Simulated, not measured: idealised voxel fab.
The process module that follows is named voxel ribs on slabs.
Each square cell in cross-section cut measures 5 nm, and the section as a whole is 155 nm wide.
A cross-section in this document is a grid of square cells, and it is written down as bands, the top band listed before the ones below it; a band is made up of one or more rows of cells.
In this notation a band is specified by the heights of its top and bottom, in that order and in nm, after which its materials appear from left to right, each paired with its width in nm. The word "full width" attached to a single material means that material fills the band from edge to edge; the word "air" stands for empty space.
Height is counted from the level 0, under which the received wafer is composed throughout of one material. The lowest of the bands is not closed at the bottom but continues downward, in the notation "z 0 and below".
A width given as "30..40" starts at the first number in the band's top row and ends at the second number in its bottom row, shifting by an equal amount at every step from row to row.
"stayed the same", as given for a step, is the statement that not any cell of the cross-section underwent a change during that step.
Enclosed voids (no open way to top), threshold 8 cells or more, entry "Fully sealed voids", notation width x height at distance, distance from left edge, nm.
Formally, on a step line, whatever follows the settings is a remark that the simulator itself makes on the step.
overlay nm: right-of-plan distance of the mask on a masked step; negative values mean left-of-plan.

# The process steps that were planned are listed below
- 1: RECEIVE | material Si
- 2: DIRECTIONAL_DEP | material SiO2 | thk nm 25
- 3: DIRECTIONAL_DEP | material SiN | thk nm 25
- 4: DIRECTIONAL_DEP | material aC | thk nm 10
- 5: PATTERN | tone cover | mask id RIB | material resist | width nm 25 | thk nm 25 | overlay nm 0
- 6: DIRECTIONAL_ETCH | etch materials aC | depth nm 10
- 7: STRIP | etch materials resist
- 8: DIRECTIONAL_ETCH | etch materials SiN | depth nm 5
- 9: STRIP | etch materials aC
- 10: PATTERN | tone cover | mask id SLAB | material resist | width nm 65 | thk nm 15 | overlay nm 0
- 11: DIRECTIONAL_ETCH | etch materials SiN | depth nm 20
- 12: STRIP | etch materials resist
- 13: FILL_DEP | material SiO2 | thk nm 20
- 14: CMP | height nm 65
- 15: DIRECTIONAL_DEP | material TiN | thk nm 10
- 16: DIRECTIONAL_DEP | material aC | thk nm 10
- 17: PATTERN | tone cover | mask id HEATER | material resist | width nm 35 | thk nm 25 | overlay nm 0
- 18: DIRECTIONAL_ETCH | etch materials aC | depth nm 10
- 19: STRIP | etch materials resist
- 20: DIRECTIONAL_ETCH | etch materials TiN | depth nm 10
- 21: STRIP | etch materials aC
- 22: CONFORMAL_DEP | material SiO2 | thk nm 5

# First wafer of two (run as planned)

# So this is the incoming wafer in cross-section - it's already been through step 1
* z 0 and below = Si full width
* Fully sealed voids: none

# Upon completion of step 2, the wafer appears in cross-section as shown
* z 25 to 0 = SiO2 full width
* Note: structure below 0 unchanged.

# Upon completion of step 3, the wafer appears in cross-section as shown
* z 50 to 25 = SiN full width
* Note: structure below 25 unchanged.

# Upon completion of step 4, the wafer appears in cross-section as shown
* z 60 to 50 = aC full width
* Note: structure below 50 unchanged.

# Upon completion of step 5, the wafer appears in cross-section as shown
* z 85 to 60 = 65 of air; 25 of resist; 65 of air
* Note: structure below 60 unchanged.

# Upon completion of step 6, the wafer appears in cross-section as shown
* z 75 to 60 = 65 of air; 25 of resist; 65 of air
* z 60 to 50 = 65 of air; 25 of aC; 65 of air
* Note: structure below 50 unchanged.

# Upon completion of step 7, the wafer appears in cross-section as shown
* z 60 to 50 = 65 of air; 25 of aC; 65 of air
* Note: structure below 50 unchanged.

# Upon completion of step 8, the wafer appears in cross-section as shown
* z 60 to 50 = 65 of air; 25 of aC; 65 of air
* z 50 to 45 = 65 of air; 25 of SiN; 65 of air
* Note: structure below 45 unchanged.

# Upon completion of step 9, the wafer appears in cross-section as shown
* z 50 to 45 = 65 of air; 25 of SiN; 65 of air
* Note: structure below 45 unchanged.

# Upon completion of step 10, the wafer appears in cross-section as shown
* z 65 to 50 = 45 of air; 65 of resist; 45 of air
* z 50 to 45 = 45 of air; 20 of resist; 25 of SiN; 20 of resist; 45 of air
* Note: structure below 45 unchanged.

# Upon completion of step 11, the wafer appears in cross-section as shown
* z 65 to 50 = 45 of air; 65 of resist; 45 of air
* z 50 to 45 = 45 of air; 20 of resist; 25 of SiN; 20 of resist; 45 of air
* z 45 to 25 = 45 of air; 65 of SiN; 45 of air
* Note: structure below 25 unchanged.

# Upon completion of step 12, the wafer appears in cross-section as shown
* z 50 to 45 = 65 of air; 25 of SiN; 65 of air
* Note: structure below 45 unchanged.

# Upon completion of step 13, the wafer appears in cross-section as shown
* z 70 to 50 = SiO2 full width
* z 50 to 45 = 65 of SiO2; 25 of SiN; 65 of SiO2
* z 45 to 25 = 45 of SiO2; 65 of SiN; 45 of SiO2
* Note: structure below 25 unchanged.

# Upon completion of step 14, the wafer appears in cross-section as shown
* z 65 to 50 = SiO2 full width
* Note: structure below 50 unchanged.

# Upon completion of step 15, the wafer appears in cross-section as shown
* z 75 to 65 = TiN full width
* Note: structure below 65 unchanged.

# Upon completion of step 16, the wafer appears in cross-section as shown
* z 85 to 75 = aC full width
* Note: structure below 75 unchanged.

# Upon completion of step 17, the wafer appears in cross-section as shown
* z 110 to 85 = 60 of air; 35 of resist; 60 of air
* Note: structure below 85 unchanged.

# Upon completion of step 18, the wafer appears in cross-section as shown
* z 100 to 85 = 60 of air; 35 of resist; 60 of air
* z 85 to 75 = 60 of air; 35 of aC; 60 of air
* Note: structure below 75 unchanged.

# Upon completion of step 19, the wafer appears in cross-section as shown
* z 85 to 75 = 60 of air; 35 of aC; 60 of air
* Note: structure below 75 unchanged.

# Upon completion of step 20, the wafer appears in cross-section as shown
* z 85 to 75 = 60 of air; 35 of aC; 60 of air
* z 75 to 65 = 60 of air; 35 of TiN; 60 of air
* Note: structure below 65 unchanged.

# Upon completion of step 21, the wafer appears in cross-section as shown
* z 75 to 65 = 60 of air; 35 of TiN; 60 of air
* Note: structure below 65 unchanged.

# Upon completion of step 22, the wafer appears in cross-section as shown
* z 80 to 75 = 55 of air; 45 of SiO2; 55 of air
* z 75 to 70 = 55 of air; 5 of SiO2; 35 of TiN; 5 of SiO2; 55 of air
* z 70 to 65 = 60 of SiO2; 35 of TiN; 60 of SiO2
* Note: structure below 65 unchanged.

# Second wafer. Start and plan as for the first. One mistake made in running. Agrees with the first up to and including step 9

# Cross-sectional representation of the second wafer at the time designated in the plan for the completion of step 10
* z 65 to 50 = 45 of air; 70 of resist; 40 of air
* z 50 to 45 = 45 of air; 20 of resist; 25 of SiN; 25 of resist; 40 of air
* Note: structure below 45 unchanged.

# Cross-sectional representation of the second wafer at the time designated in the plan for the completion of step 11
* z 65 to 50 = 45 of air; 70 of resist; 40 of air
* z 50 to 45 = 45 of air; 20 of resist; 25 of SiN; 25 of resist; 40 of air
* z 45 to 25 = 45 of air; 70 of SiN; 40 of air
* Note: structure below 25 unchanged.

# Cross-sectional representation of the second wafer at the time designated in the plan for the completion of step 12
* z 50 to 45 = 65 of air; 25 of SiN; 65 of air
* Note: structure below 45 unchanged.

# Cross-sectional representation of the second wafer at the time designated in the plan for the completion of step 13
* z 70 to 50 = SiO2 full width
* z 50 to 45 = 65 of SiO2; 25 of SiN; 65 of SiO2
* z 45 to 25 = 45 of SiO2; 70 of SiN; 40 of SiO2
* Note: structure below 25 unchanged.

# Cross-sectional representation of the second wafer at the time designated in the plan for the completion of step 14
* z 65 to 50 = SiO2 full width
* Note: structure below 50 unchanged.

# Cross-sectional representation of the second wafer at the time designated in the plan for the completion of step 15
* z 75 to 65 = TiN full width
* Note: structure below 65 unchanged.

# Cross-sectional representation of the second wafer at the time designated in the plan for the completion of step 16
* z 85 to 75 = aC full width
* Note: structure below 75 unchanged.

# Cross-sectional representation of the second wafer at the time designated in the plan for the completion of step 17
* z 110 to 85 = 60 of air; 35 of resist; 60 of air
* Note: structure below 85 unchanged.

# Cross-sectional representation of the second wafer at the time designated in the plan for the completion of step 18
* z 100 to 85 = 60 of air; 35 of resist; 60 of air
* z 85 to 75 = 60 of air; 35 of aC; 60 of air
* Note: structure below 75 unchanged.

# Cross-sectional representation of the second wafer at the time designated in the plan for the completion of step 19
* z 85 to 75 = 60 of air; 35 of aC; 60 of air
* Note: structure below 75 unchanged.

# Cross-sectional representation of the second wafer at the time designated in the plan for the completion of step 20
* z 85 to 75 = 60 of air; 35 of aC; 60 of air
* z 75 to 65 = 60 of air; 35 of TiN; 60 of air
* Note: structure below 65 unchanged.

# Cross-sectional representation of the second wafer at the time designated in the plan for the completion of step 21
* z 75 to 65 = 60 of air; 35 of TiN; 60 of air
* Note: structure below 65 unchanged.

# Cross-sectional representation of the second wafer at the time designated in the plan for the completion of step 22
* z 80 to 75 = 55 of air; 45 of SiO2; 55 of air
* z 75 to 70 = 55 of air; 5 of SiO2; 35 of TiN; 5 of SiO2; 55 of air
* z 70 to 65 = 60 of SiO2; 35 of TiN; 60 of SiO2
* Note: structure below 65 unchanged.
Short version of what went wrong: step 10 off recipe, ran as PATTERN | tone cover | mask id SLAB | material resist | width nm 70 | thk nm 15 | overlay nm 0
Per the end-of-run cell counts, the second wafer holds more or fewer of some materials than the first: +4 SiN, -4 SiO2
